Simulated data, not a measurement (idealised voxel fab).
Process module heading - voxel quadruple lines
Section cut is 290 nm wide and gridded with 5 nm square cells.
Cross-section spec: square-cell grid; bands listed top down; each band is one or more rows. This entry defines a band. It first specifies the height of the band's top and the height of its bottom in nm, and then specifies the band's materials from left to right, stating each material with its width in nm. The word "full width" identifies a single material that fills the band from edge to edge, while the word "empty" identifies empty space. The level at which height equals 0 is the one under which the wafer, as it arrives, is entirely one material. No lower edge exists for the bottom band, which continues downward and is notated as in "from 0 down". The width entry "30->40" should be interpreted row by row: the top row of cells in the band takes the first number, the bottom row takes the second number, and the change between adjacent rows is uniform throughout. Step marked "all unchanged"? Then no cell in the cross-section changed in it. Enclosed voids (no open way to top), threshold 8 cells or more, entry "Enclosed cavity list", notation width x height at distance, distance from left edge, nm. Where a step's line continues beyond its settings, the continuation is a remark by the simulator itself on that step. What "overlay nm" on a step's line means: if the step has a mask, that mask lay this far to the right of its planned place, or, when the value is negative, to the left.
Set out below are the planned steps of the process:
1. RECEIVE | material Si
2. CONFORMAL_DEP | material Al2O3 | thk nm 5
3. DIRECTIONAL_DEP | material W | thk nm 10
4. DIRECTIONAL_DEP | material polySi | thk nm 15
5. DIRECTIONAL_DEP | material aC | thk nm 20
6. PATTERN | tone cover | mask id MANDREL | material resist | width nm 25 | pitch nm 100 | thk nm 30 | overlay nm 0
7. DIRECTIONAL_ETCH | etch materials aC | depth nm 20
8. STRIP | etch materials resist
9. CONFORMAL_DEP | material SiO2 | thk nm 15
10. DIRECTIONAL_ETCH | etch materials SiO2 | depth nm 15
11. STRIP | etch materials aC
12. DIRECTIONAL_ETCH | etch materials polySi | depth nm 15
13. STRIP | etch materials SiO2
14. CONFORMAL_DEP | material SiCN | thk nm 10
15. DIRECTIONAL_ETCH | etch materials SiCN | depth nm 10
16. STRIP | etch materials polySi
17. DIRECTIONAL_ETCH | etch materials W | depth nm 10
18. STRIP | etch materials SiCN
19. FILL_DEP | material SiO2 | thk nm 5
20. CMP | height nm 15
Wafer-to-wafer difference: width nm, step 6. Common start. Plan = first wafer's value.
Cut through the first of several wafers as received, post step 1:
> from 0 down: Si full width
> Enclosed cavity list: none
Note: the following table is arranged by wafer, a row apiece. Each row reports the end-of-module state: per material, cells gained (+) or cells lost (-) compared with the wafer as received; closed voids follow:
width nm 25 | +58 Al2O3 | +84 SiO2 | +32 W | Enclosed cavity list: none
width nm 30 | +58 Al2O3 | +84 SiO2 | +32 W | Enclosed cavity list: none
width nm 35 | +58 Al2O3 | +84 SiO2 | +32 W | Enclosed cavity list: none
width nm 40 | +58 Al2O3 | +84 SiO2 | +32 W | Enclosed cavity list: none
width nm 45 | +58 Al2O3 | +84 SiO2 | +32 W | Enclosed cavity list: none
width nm 50 | +58 Al2O3 | +84 SiO2 | +32 W | Enclosed cavity list: none
